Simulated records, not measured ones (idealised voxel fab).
Title: Process Module voxel capacitor over wiring
Pictured: cross-section cut, 205 nm wide, on a grid of 5 nm square cells.
Notation: cross-section as square-cell grid; stated in bands, top first, going down; one or more cell rows per band.
This entry defines a band. It first specifies the height of the band's top and the height of its bottom in nm, and then specifies the band's materials from left to right, stating each material with its width in nm. The word "edge to edge" identifies a single material that fills the band from edge to edge, while the word "blank" identifies empty space.
Convention: height 0 is the level below which the wafer, as received, is all one material. The lowest band does not terminate at the bottom but continues downward, represented as "0 nm and below".
A width given as "30->40" starts at the first number in the band's top row and ends at the second number in its bottom row, shifting by an equal amount at every step from row to row.
"nothing changed" means the step left every cell of the cross-section as it was.
Basically, "Cavities, closed" tells you about the enclosed voids: empty spaces with no open way to the top, 8 cells or bigger, each written width x height at distance, where distance is from the left edge, all in nm.
Whatever follows a step's settings on its line is a remark the simulator itself makes about that step.
overlay nm: how far to the right of its planned place the mask lay on this masked step (negative: to the left).
Reading key. Pairs: pre-step and post-step cross-section, one process step apart; post-step view only to lowest changed band. Step between + settings: beneath pair. Runs: pairs may be from different runs of this module, same starting wafer. Continuation from pair above: only where "Pre-process state" entry says.
## Pre-process state
	100 nm to 80 nm: SiO2 edge to edge
	80 nm to 75 nm: SiO2 55; TiN 70; SiO2 80
	75 nm to 70 nm: SiO2 55; SiN 70; SiO2 80
	70 nm to 60 nm: SiO2 50; TiN 80; SiO2 75
	60 nm to 40 nm: lowk 55; Ru 15; lowk 135
	40 nm to 35 nm: SiCN 55; Ru 15; SiCN 135
	35 nm to 20 nm: SiO2 30; SiN 5; Ru 25; SiN 5; SiO2 55; SiN 5; Ru 25; SiN 5; SiO2 50
	20 nm to 15 nm: SiO2 30; SiN 5; Ru 25; SiN 15; SiO2 45; SiN 5; Ru 25; SiN 15; SiO2 40
	15 nm to 10 nm: SiN 35; TiN 35; SiN 55; TiN 35; SiN 45
	10 nm to 0 nm: SiO2 edge to edge
	0 nm and below: Si edge to edge
	Cavities, closed: none
## Result of Step
	95 nm to 80 nm: SiO2 edge to edge
	Below 80, no change.
	Cavities, closed: none
Step between the pre-process and post-process cross-sections given above: CMP (height nm 95)
Pre-process state: It is represented by the cross-section appearing after the step of the pair directly above.
## Result of Step
	95 nm to 80 nm: SiO2 65; blank 15; SiO2 125
	Below 80, no change.
	Cavities, closed: none
Step between the pre-process and post-process cross-sections given above: MASKED_ETCH (tone open; mask id PLUG_2; width nm 15; etch materials SiO2; depth nm 15; overlay nm 0)
Pre-process state: It is represented by the cross-section appearing after the step of the pair directly above.
## Result of Step
	100 nm to 95 nm: TiN 70; blank 5; TiN 130
	95 nm to 85 nm: SiO2 65; TiN 5; blank 5; TiN 5; SiO2 125
	85 nm to 75 nm: SiO2 65->55; TiN 15->70; SiO2 125->80
	Below 75, no change.
	Cavities, closed: none
Step between the pre-process and post-process cross-sections given above: CONFORMAL_DEP (material TiN; thk nm 5)
Pre-process state: It is represented by the cross-section appearing after the step of the pair directly above.
## Result of Step
	110 nm to 100 nm: W edge to edge
	100 nm to 95 nm: TiN 70; W 5; TiN 130
	95 nm to 85 nm: SiO2 65; TiN 5; W 5; TiN 5; SiO2 125
	Below 85, no change.
	Cavities, closed: none
Step between the pre-process and post-process cross-sections given above: FILL_DEP (material W; thk nm 10)
Pre-process state: It is represented by the cross-section appearing after the step of the pair directly above.
## Result of Step
	95 nm to 85 nm: SiO2 65; TiN 5; W 5; TiN 5; SiO2 125
	Below 85, no change.
	Cavities, closed: none
Step between the pre-process and post-process cross-sections given above: CMP (height nm 95)
Pre-process state: It is represented by the cross-section appearing after the step of the pair directly above.
## Result of Step
	100 nm to 95 nm: SiN edge to edge
	Below 95, no change.
	Cavities, closed: none
Step between the pre-process and post-process cross-sections given above: CONFORMAL_DEP (material SiN; thk nm 5)
## Pre-process state
	0 nm and below: Si edge to edge
	Cavities, closed: none
## Result of Step
	10 nm to 0 nm: Ru edge to edge
	Below 0, no change.
	Cavities, closed: none
Step between the pre-process and post-process cross-sections given above: CONFORMAL_DEP (material Ru; thk nm 10)
Pre-process state: It is represented by the cross-section appearing after the step of the pair directly above.
## Result of Step
	15 nm to 10 nm: TiN edge to edge
	Below 10, no change.
	Cavities, closed: none
Step between the pre-process and post-process cross-sections given above: DIRECTIONAL_DEP (material TiN; thk nm 5)
Pre-process state: It is represented by the cross-section appearing after the step of the pair directly above.
## Result of Step
	35 nm to 15 nm: Ru edge to edge
	Below 15, no change.
	Cavities, closed: none
Step between the pre-process and post-process cross-sections given above: DIRECTIONAL_DEP (material Ru; thk nm 20)
Pre-process state: It is represented by the cross-section appearing after the step of the pair directly above.
## Result of Step
	35 nm to 15 nm: blank 45; Ru 25; blank 65; Ru 25; blank 45
	Below 15, no change.
	Cavities, closed: none
Step between the pre-process and post-process cross-sections given above: MASKED_ETCH (tone cover; mask id METAL_1; width nm 25; pitch nm 90; etch materials Ru; depth nm 20; overlay nm 0)
Pre-process state: It is represented by the cross-section appearing after the step of the pair directly above.
## Result of Step
	35 nm to 15 nm: blank 45; Ru 25; blank 65; Ru 25; blank 45
	15 nm to 10 nm: blank 45; TiN 25; blank 65; TiN 25; blank 45
	Below 10, no change.
	Cavities, closed: none
Step between the pre-process and post-process cross-sections given above: MASKED_ETCH (tone cover; mask id METAL_1; width nm 25; pitch nm 90; etch materials TiN; depth nm 5; overlay nm 0)
Pre-process state: It is represented by the cross-section appearing after the step of the pair directly above.
## Result of Step
	40 nm to 35 nm: blank 40; SiN 35; blank 55; SiN 35; blank 40
	35 nm to 15 nm: blank 40; SiN 5; Ru 25; SiN 5; blank 55; SiN 5; Ru 25; SiN 5; blank 40
	15 nm to 10 nm: SiN 45; TiN 25; SiN 65; TiN 25; SiN 45
	Below 10, no change.
	Cavities, closed: none
Step between the pre-process and post-process cross-sections given above: CONFORMAL_DEP (material SiN; thk nm 5)
Pre-process state: It is represented by the cross-section appearing after the step of the pair directly above.
## Result of Step
	50 nm to 40 nm: SiO2 edge to edge
	40 nm to 35 nm: SiO2 40; SiN 35; SiO2 55; SiN 35; SiO2 40
	35 nm to 15 nm: SiO2 40; SiN 5; Ru 25; SiN 5; SiO2 55; SiN 5; Ru 25; SiN 5; SiO2 40
	Below 15, no change.
	Cavities, closed: none
Step between the pre-process and post-process cross-sections given above: FILL_DEP (material SiO2; thk nm 10)
Pre-process state: It is represented by the cross-section appearing after the step of the pair directly above.
## Result of Step
	35 nm to 15 nm: SiO2 40; SiN 5; Ru 25; SiN 5; SiO2 55; SiN 5; Ru 25; SiN 5; SiO2 40
	Below 15, no change.
	Cavities, closed: none
Step between the pre-process and post-process cross-sections given above: CMP (height nm 35)
Pre-process state: It is represented by the cross-section appearing after the step of the pair directly above.
## Result of Step
	40 nm to 35 nm: SiCN edge to edge
	Below 35, no change.
	Cavities, closed: none
Step between the pre-process and post-process cross-sections given above: CONFORMAL_DEP (material SiCN; thk nm 5)
Pre-process state: It is represented by the cross-section appearing after the step of the pair directly above.
## Result of Step
	60 nm to 40 nm: lowk edge to edge
	Below 40, no change.
	Cavities, closed: none
Step between the pre-process and post-process cross-sections given above: DIRECTIONAL_DEP (material lowk; thk nm 20)
Pre-process state: It is represented by the cross-section appearing after the step of the pair directly above.
## Result of Step
	70 nm to 60 nm: aC edge to edge
	Below 60, no change.
	Cavities, closed: none
Step between the pre-process and post-process cross-sections given above: DIRECTIONAL_DEP (material aC; thk nm 10)
Pre-process state: It is represented by the cross-section appearing after the step of the pair directly above.
## Result of Step
	100 nm to 70 nm: resist 55; blank 15; resist 135
	Below 70, no change.
	Cavities, closed: none
Step between the pre-process and post-process cross-sections given above: PATTERN (tone open; mask id PLUG_1; material resist; width nm 15; thk nm 30; overlay nm 0)
Pre-process state: It is represented by the cross-section appearing after the step of the pair directly above.
## Result of Step
	90 nm to 70 nm: resist 55; blank 15; resist 135
	70 nm to 60 nm: aC 55; blank 15; aC 135
	Below 60, no change.
	Cavities, closed: none
Step between the pre-process and post-process cross-sections given above: DIRECTIONAL_ETCH (etch materials aC; depth nm 10)
Pre-process state: It is represented by the cross-section appearing after the step of the pair directly above.
## Result of Step
	70 nm to 60 nm: aC 55; blank 15; aC 135
	Below 60, no change.
	Cavities, closed: none
Step between the pre-process and post-process cross-sections given above: STRIP (etch materials resist)
Pre-process state: It is represented by the cross-section appearing after the step of the pair directly above.
## Result of Step
	70 nm to 60 nm: aC 55; blank 15; aC 135
	60 nm to 40 nm: lowk 55; blank 15; lowk 135
	Below 40, no change.
	Cavities, closed: none
Step between the pre-process and post-process cross-sections given above: DIRECTIONAL_ETCH (etch materials lowk; depth nm 20)
Pre-process state: It is represented by the cross-section appearing after the step of the pair directly above.
## Result of Step
	70 nm to 60 nm: aC 55; blank 15; aC 135
	60 nm to 40 nm: lowk 55; blank 15; lowk 135
	40 nm to 35 nm: SiCN 55; blank 15; SiCN 135
	Below 35, no change.
	Cavities, closed: none
Step between the pre-process and post-process cross-sections given above: DIRECTIONAL_ETCH (etch materials SiCN; depth nm 5)
Pre-process state: It is represented by the cross-section appearing after the step of the pair directly above.
## Result of Step
	60 nm to 40 nm: lowk 55; blank 15; lowk 135
	Below 40, no change.
	Cavities, closed: none
Step between the pre-process and post-process cross-sections given above: STRIP (etch materials aC)
Pre-process state: It is represented by the cross-section appearing after the step of the pair directly above.
## Result of Step
	60 nm to 45 nm: lowk 55; blank 15; lowk 135
	45 nm to 40 nm: lowk 55; Ru 15; lowk 135
	40 nm to 35 nm: SiCN 55; Ru 15; SiCN 135
	Below 35, no change.
	Cavities, closed: none
Step between the pre-process and post-process cross-sections given above: EPI (material Ru; thk nm 10)
Pre-process state: It is represented by the cross-section appearing after the step of the pair directly above.
## Result of Step
	60 nm to 55 nm: lowk 55; blank 15; lowk 135
	55 nm to 40 nm: lowk 55; Ru 15; lowk 135
	Below 40, no change.
	Cavities, closed: none
Step between the pre-process and post-process cross-sections given above: EPI (material Ru; thk nm 10)
Pre-process state: It is represented by the cross-section appearing after the step of the pair directly above.
## Result of Step
	60 nm to 40 nm: lowk 55; Ru 15; lowk 135
	Below 40, no change.
	Cavities, closed: none
Step between the pre-process and post-process cross-sections given above: EPI (material Ru; thk nm 5)
Pre-process state: It is represented by the cross-section appearing after the step of the pair directly above.
## Result of Step
	70 nm to 60 nm: TiN edge to edge
	Below 60, no change.
	Cavities, closed: none
Step between the pre-process and post-process cross-sections given above: DIRECTIONAL_DEP (material TiN; thk nm 10)
Pre-process state: It is represented by the cross-section appearing after the step of the pair directly above.
## Result of Step
	75 nm to 70 nm: SiN edge to edge
	Below 70, no change.
	Cavities, closed: none
Step between the pre-process and post-process cross-sections given above: DIRECTIONAL_DEP (material SiN; thk nm 5)
Pre-process state: It is represented by the cross-section appearing after the step of the pair directly above.
## Result of Step
	80 nm to 75 nm: TiN edge to edge
	Below 75, no change.
	Cavities, closed: none
Step between the pre-process and post-process cross-sections given above: DIRECTIONAL_DEP (material TiN; thk nm 5)
Pre-process state: It is represented by the cross-section appearing after the step of the pair directly above.
## Result of Step
	95 nm to 80 nm: blank 55; resist 70; blank 80
	Below 80, no change.
	Cavities, closed: none
Step between the pre-process and post-process cross-sections given above: PATTERN (tone cover; mask id UPPER_PLATE; material resist; width nm 70; thk nm 15; overlay nm 0)
Pre-process state: It is represented by the cross-section appearing after the step of the pair directly above.
## Result of Step
	95 nm to 80 nm: blank 55; resist 70; blank 80
	80 nm to 75 nm: blank 55; TiN 70; blank 80
	Below 75, no change.
	Cavities, closed: none
Step between the pre-process and post-process cross-sections given above: DIRECTIONAL_ETCH (etch materials TiN; depth nm 5)
Pre-process state: It is represented by the cross-section appearing after the step of the pair directly above.
## Result of Step
	95 nm to 80 nm: blank 55; resist 70; blank 80
	80 nm to 75 nm: blank 55; TiN 70; blank 80
	75 nm to 70 nm: blank 55; SiN 70; blank 80
	Below 70, no change.
	Cavities, closed: none
Step between the pre-process and post-process cross-sections given above: DIRECTIONAL_ETCH (etch materials SiN; depth nm 5)
Pre-process state: It is represented by the cross-section appearing after the step of the pair directly above.
## Result of Step
	80 nm to 75 nm: blank 55; TiN 70; blank 80
	Below 75, no change.
	Cavities, closed: none
Step between the pre-process and post-process cross-sections given above: STRIP (etch materials resist)
Pre-process state: It is represented by the cross-section appearing after the step of the pair directly above.
## Result of Step
	95 nm to 85 nm: blank 55; aC 70; blank 80
	85 nm to 80 nm: aC edge to edge
	80 nm to 75 nm: aC 55; TiN 70; aC 80
	75 nm to 70 nm: aC 55; SiN 70; aC 80
	Below 70, no change.
	Cavities, closed: none
Step between the pre-process and post-process cross-sections given above: DIRECTIONAL_DEP (material aC; thk nm 15)
Pre-process state: It is represented by the cross-section appearing after the step of the pair directly above.
## Result of Step
	125 nm to 95 nm: blank 50; resist 80; blank 75
	95 nm to 85 nm: blank 50; resist 5; aC 70; resist 5; blank 75
	Below 85, no change.
	Cavities, closed: none
Step between the pre-process and post-process cross-sections given above: PATTERN (tone cover; mask id LOWER_PLATE; material resist; width nm 80; thk nm 30; overlay nm 0)
Pre-process state: It is represented by the cross-section appearing after the step of the pair directly above.
## Result of Step
	110 nm to 95 nm: blank 50; resist 80; blank 75
	95 nm to 85 nm: blank 50; resist 5; aC 70; resist 5; blank 75
	85 nm to 80 nm: blank 50; aC 80; blank 75
	80 nm to 75 nm: blank 50; aC 5; TiN 70; aC 5; blank 75
	75 nm to 70 nm: blank 50; aC 5; SiN 70; aC 5; blank 75
	Below 70, no change.
	Cavities, closed: none
Step between the pre-process and post-process cross-sections given above: DIRECTIONAL_ETCH (etch materials aC; depth nm 15)
Pre-process state: It is represented by the cross-section appearing after the step of the pair directly above.
## Result of Step
	95 nm to 85 nm: blank 55; aC 70; blank 80
	Below 85, no change.
	Cavities, closed: none
Step between the pre-process and post-process cross-sections given above: STRIP (etch materials resist)
Pre-process state: It is represented by the cross-section appearing after the step of the pair directly above.
## Result of Step
	95 nm to 85 nm: blank 55; aC 70; blank 80
	85 nm to 80 nm: blank 50; aC 80; blank 75
	80 nm to 75 nm: blank 50; aC 5; TiN 70; aC 5; blank 75
	75 nm to 70 nm: blank 50; aC 5; SiN 70; aC 5; blank 75
	70 nm to 60 nm: blank 50; TiN 80; blank 75
	Below 60, no change.
	Cavities, closed: none
Step between the pre-process and post-process cross-sections given above: DIRECTIONAL_ETCH (etch materials TiN; depth nm 10)
Pre-process state: It is represented by the cross-section appearing after the step of the pair directly above.
## Result of Step
	80 nm to 75 nm: blank 55; TiN 70; blank 80
	75 nm to 70 nm: blank 55; SiN 70; blank 80
	Below 70, no change.
	Cavities, closed: none
Step between the pre-process and post-process cross-sections given above: STRIP (etch materials aC)
Pre-process state: It is represented by the cross-section appearing after the step of the pair directly above.
## Result of Step
	100 nm to 80 nm: SiO2 edge to edge
	80 nm to 75 nm: SiO2 55; TiN 70; SiO2 80
	75 nm to 70 nm: SiO2 55; SiN 70; SiO2 80
	70 nm to 60 nm: SiO2 50; TiN 80; SiO2 75
	Below 60, no change.
	Cavities, closed: none
Step between the pre-process and post-process cross-sections given above: FILL_DEP (material SiO2; thk nm 20)
Pre-process state: It is represented by the cross-section appearing after the step of the pair directly above.
## Result of Step
	95 nm to 80 nm: SiO2 edge to edge
	Below 80, no change.
	Cavities, closed: none
Step between the pre-process and post-process cross-sections given above: CMP (height nm 95)
Pre-process state: It is represented by the cross-section appearing after the step of the pair directly above.
## Result of Step
	95 nm to 80 nm: SiO2 65; blank 15; SiO2 125
	Below 80, no change.
	Cavities, closed: none
Step between the pre-process and post-process cross-sections given above: MASKED_ETCH (tone open; mask id PLUG_2; width nm 15; etch materials SiO2; depth nm 15; overlay nm 0)
Pre-process state: It is represented by the cross-section appearing after the step of the pair directly above.
## Result of Step
	100 nm to 95 nm: TiN 70; blank 5; TiN 130
	95 nm to 85 nm: SiO2 65; TiN 5; blank 5; TiN 5; SiO2 125
	85 nm to 75 nm: SiO2 65->55; TiN 15->70; SiO2 125->80
	Below 75, no change.
	Cavities, closed: none
Step between the pre-process and post-process cross-sections given above: CONFORMAL_DEP (material TiN; thk nm 5)
Pre-process state: It is represented by the cross-section appearing after the step of the pair directly above.
## Result of Step
	110 nm to 100 nm: W edge to edge
	100 nm to 95 nm: TiN 70; W 5; TiN 130
	95 nm to 85 nm: SiO2 65; TiN 5; W 5; TiN 5; SiO2 125
	Below 85, no change.
	Cavities, closed: none
Step between the pre-process and post-process cross-sections given above: FILL_DEP (material W; thk nm 10)
Pre-process state: It is represented by the cross-section appearing after the step of the pair directly above.
## Result of Step
	95 nm to 85 nm: SiO2 65; TiN 5; W 5; TiN 5; SiO2 125
	Below 85, no change.
	Cavities, closed: none
Step between the pre-process and post-process cross-sections given above: CMP (height nm 95)
Pre-process state: It is represented by the cross-section appearing after the step of the pair directly above.
## Result of Step
	100 nm to 95 nm: SiN edge to edge
	Below 95, no change.
	Cavities, closed: none
Step between the pre-process and post-process cross-sections given above: CONFORMAL_DEP (material SiN; thk nm 5)
## Pre-process state
	80 nm to 75 nm: TiN edge to edge
	75 nm to 70 nm: SiN edge to edge
	70 nm to 60 nm: TiN edge to edge
	60 nm to 40 nm: lowk 55; Ru 15; lowk 135
	40 nm to 35 nm: SiCN 55; Ru 15; SiCN 135
	35 nm to 15 nm: SiO2 40; SiN 5; Ru 25; SiN 5; SiO2 55; SiN 5; Ru 25; SiN 5; SiO2 40
	15 nm to 10 nm: SiN 45; TiN 25; SiN 65; TiN 25; SiN 45
	10 nm to 0 nm: SiO2 edge to edge
	0 nm and below: Si edge to edge
	Cavities, closed: none
## Result of Step
	95 nm to 80 nm: resist 55; blank 70; resist 80
	Below 80, no change.
	Cavities, closed: none
Step between the pre-process and post-process cross-sections given above: PATTERN (tone open; mask id UPPER_PLATE; material resist; width nm 70; thk nm 15; overlay nm 0)
Pre-process state: It is represented by the cross-section appearing after the step of the pair directly above.
## Result of Step
	95 nm to 80 nm: resist 55; blank 70; resist 80
	80 nm to 75 nm: TiN 55; blank 70; TiN 80
	Below 75, no change.
	Cavities, closed: none
Step between the pre-process and post-process cross-sections given above: DIRECTIONAL_ETCH (etch materials TiN; depth nm 5)
Pre-process state: It is represented by the cross-section appearing after the step of the pair directly above.
## Result of Step
	95 nm to 80 nm: resist 55; blank 70; resist 80
	80 nm to 75 nm: TiN 55; blank 70; TiN 80
	75 nm to 70 nm: SiN 55; blank 70; SiN 80
	Below 70, no change.
	Cavities, closed: none
Step between the pre-process and post-process cross-sections given above: DIRECTIONAL_ETCH (etch materials SiN; depth nm 5)
Pre-process state: It is represented by the cross-section appearing after the step of the pair directly above.
## Result of Step
	80 nm to 75 nm: TiN 55; blank 70; TiN 80
	Below 75, no change.
	Cavities, closed: none
Step between the pre-process and post-process cross-sections given above: STRIP (etch materials resist)
Pre-process state: It is represented by the cross-section appearing after the step of the pair directly above.
## Result of Step
	95 nm to 85 nm: aC 55; blank 70; aC 80
	85 nm to 80 nm: aC edge to edge
	80 nm to 75 nm: TiN 55; aC 70; TiN 80
	75 nm to 70 nm: SiN 55; aC 70; SiN 80
	Below 70, no change.
	Cavities, closed: none
Step between the pre-process and post-process cross-sections given above: DIRECTIONAL_DEP (material aC; thk nm 15)
Pre-process state: It is represented by the cross-section appearing after the step of the pair directly above.
## Result of Step
	125 nm to 95 nm: blank 50; resist 80; blank 75
	95 nm to 85 nm: aC 55; resist 70; aC 80
	Below 85, no change.
	Cavities, closed: none
Step between the pre-process and post-process cross-sections given above: PATTERN (tone cover; mask id LOWER_PLATE; material resist; width nm 80; thk nm 30; overlay nm 0)
Pre-process state: It is represented by the cross-section appearing after the step of the pair directly above.
## Result of Step
	110 nm to 95 nm: blank 50; resist 80; blank 75
	95 nm to 85 nm: blank 50; aC 5; resist 70; aC 5; blank 75
	85 nm to 80 nm: blank 50; aC 80; blank 75
	Below 80, no change.
	Cavities, closed: none
Step between the pre-process and post-process cross-sections given above: DIRECTIONAL_ETCH (etch materials aC; depth nm 15)
Pre-process state: It is represented by the cross-section appearing after the step of the pair directly above.
## Result of Step
	95 nm to 85 nm: blank 50; aC 5; blank 70; aC 5; blank 75
	Below 85, no change.
	Cavities, closed: none
Step between the pre-process and post-process cross-sections given above: STRIP (etch materials resist)
Pre-process state: It is represented by the cross-section appearing after the step of the pair directly above.
## Result of Step
	95 nm to 85 nm: blank 50; aC 5; blank 70; aC 5; blank 75
	85 nm to 80 nm: blank 50; aC 80; blank 75
	80 nm to 75 nm: blank 50; TiN 5; aC 70; TiN 5; blank 75
	Below 75, no change.
	Cavities, closed: none
Step between the pre-process and post-process cross-sections given above: DIRECTIONAL_ETCH (etch materials TiN; depth nm 10)
Pre-process state: It is represented by the cross-section appearing after the step of the pair directly above.
## Result of Step
	80 nm to 75 nm: blank 50; TiN 5; blank 70; TiN 5; blank 75
	75 nm to 70 nm: SiN 55; blank 70; SiN 80
	Below 70, no change.
	Cavities, closed: none
Step between the pre-process and post-process cross-sections given above: STRIP (etch materials aC)
Pre-process state: It is represented by the cross-section appearing after the step of the pair directly above.
## Result of Step
	100 nm to 80 nm: SiO2 edge to edge
	80 nm to 75 nm: SiO2 50; TiN 5; SiO2 70; TiN 5; SiO2 75
	75 nm to 70 nm: SiN 55; SiO2 70; SiN 80
	Below 70, no change.
	Cavities, closed: none
Step between the pre-process and post-process cross-sections given above: FILL_DEP (material SiO2; thk nm 20)
Pre-process state: It is represented by the cross-section appearing after the step of the pair directly above.
## Result of Step
	95 nm to 80 nm: SiO2 edge to edge
	Below 80, no change.
	Cavities, closed: none
Step between the pre-process and post-process cross-sections given above: CMP (height nm 95)
Pre-process state: It is represented by the cross-section appearing after the step of the pair directly above.
## Result of Step
	95 nm to 80 nm: SiO2 65; blank 15; SiO2 125
	Below 80, no change.
	Cavities, closed: none
Step between the pre-process and post-process cross-sections given above: MASKED_ETCH (tone open; mask id PLUG_2; width nm 15; etch materials SiO2; depth nm 15; overlay nm 0)
Pre-process state: It is represented by the cross-section appearing after the step of the pair directly above.
## Result of Step
	100 nm to 95 nm: TiN 70; blank 5; TiN 130
	95 nm to 85 nm: SiO2 65; TiN 5; blank 5; TiN 5; SiO2 125
	85 nm to 80 nm: SiO2 65; TiN 15; SiO2 125
	Below 80, no change.
	Cavities, closed: none
Step between the pre-process and post-process cross-sections given above: CONFORMAL_DEP (material TiN; thk nm 5)
Pre-process state: It is represented by the cross-section appearing after the step of the pair directly above.
## Result of Step
	110 nm to 100 nm: W edge to edge
	100 nm to 95 nm: TiN 70; W 5; TiN 130
	95 nm to 85 nm: SiO2 65; TiN 5; W 5; TiN 5; SiO2 125
	Below 85, no change.
	Cavities, closed: none
Step between the pre-process and post-process cross-sections given above: FILL_DEP (material W; thk nm 10)
Pre-process state: It is represented by the cross-section appearing after the step of the pair directly above.
## Result of Step
	95 nm to 85 nm: SiO2 65; TiN 5; W 5; TiN 5; SiO2 125
	Below 85, no change.
	Cavities, closed: none
Step between the pre-process and post-process cross-sections given above: CMP (height nm 95)
Pre-process state: It is represented by the cross-section appearing after the step of the pair directly above.
## Result of Step
	100 nm to 95 nm: SiN edge to edge
	Below 95, no change.
	Cavities, closed: none
Step between the pre-process and post-process cross-sections given above: CONFORMAL_DEP (material SiN; thk nm 5)
